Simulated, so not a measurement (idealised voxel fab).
process module | voxel fin reveal
cross-section cut | 270 nm wide | cells 5 nm
A cross-section is a grid of square cells, given in bands from the top down. A band is one or more rows of cells.
Each band's line starts with the height of the band's top and of its bottom, in nm. Then come its materials from left to right, each with its width in nm. One material with "throughout" fills the band from edge to edge. "air" is empty space.
Height 0 is the level under which the wafer as received is all one material. The lowest band goes on downwards, as in "0 down".
A width such as "30 to 40" changes by the same amount from each row of cells to the next, from the band's top row to its bottom row.
"no change" after a step means that no cell of the cross-section changed.
closed voids: empty space of 8 cells or more with no open way to the top, each as width x height at its distance from the left edge, in nm
after a step's settings: what the simulator itself notes on the step
overlay nm, on a step with a mask: how far to the right of its planned place the mask lay; to the left if negative
plan
1 op RECEIVE | material Si
2 op CONFORMAL_DEP | material SiN | thk nm 10
3 op DIRECTIONAL_DEP | material aC | thk nm 15
4 op PATTERN | tone cover | mask id FINS | material resist | width nm 15 | pitch nm 35 | thk nm 35 | overlay nm 0
5 op DIRECTIONAL_ETCH | etch materials aC | depth nm 15
6 op STRIP | etch materials resist
7 op DIRECTIONAL_ETCH | etch materials SiN | depth nm 10
8 op DIRECTIONAL_ETCH | etch materials Si | depth nm 40
9 op STRIP | etch materials aC
10 op FILL_DEP | material SiO2 | thk nm 10
11 op CMP | height nm 10
12 op SELECTIVE_ETCH | etch materials SiO2 | depth nm 10
13 op STRIP | etch materials SiN
varied across the wafers: depth nm of step 12. The plan shows the first wafer's value. All wafers start alike
first wafer as received, after step 1
  0 down: Si throughout
  closed voids: none
first wafer at the end, after step 13
  0 to -40: SiO2 110 | Si 15 | SiO2 20 | Si 15 | SiO2 110
  -40 down: Si throughout
  closed voids: none
last wafer at the end
  0 to -25: air 110 | Si 15 | air 20 | Si 15 | air 110
  -25 to -40: SiO2 110 | Si 15 | SiO2 20 | Si 15 | SiO2 110
  -40 down: Si throughout
  closed voids: none
each wafer at the end: cells of each material gained (+) or lost (-) since it was received, then its closed voids
depth nm 10 | -384 Si | +384 SiO2 | closed voids: none
depth nm 15 | -384 Si | +336 SiO2 | closed voids: none
depth nm 20 | -384 Si | +288 SiO2 | closed voids: none
depth nm 25 | -384 Si | +240 SiO2 | closed voids: none
depth nm 30 | -384 Si | +192 SiO2 | closed voids: none
depth nm 35 | -384 Si | +144 SiO2 | closed voids: none
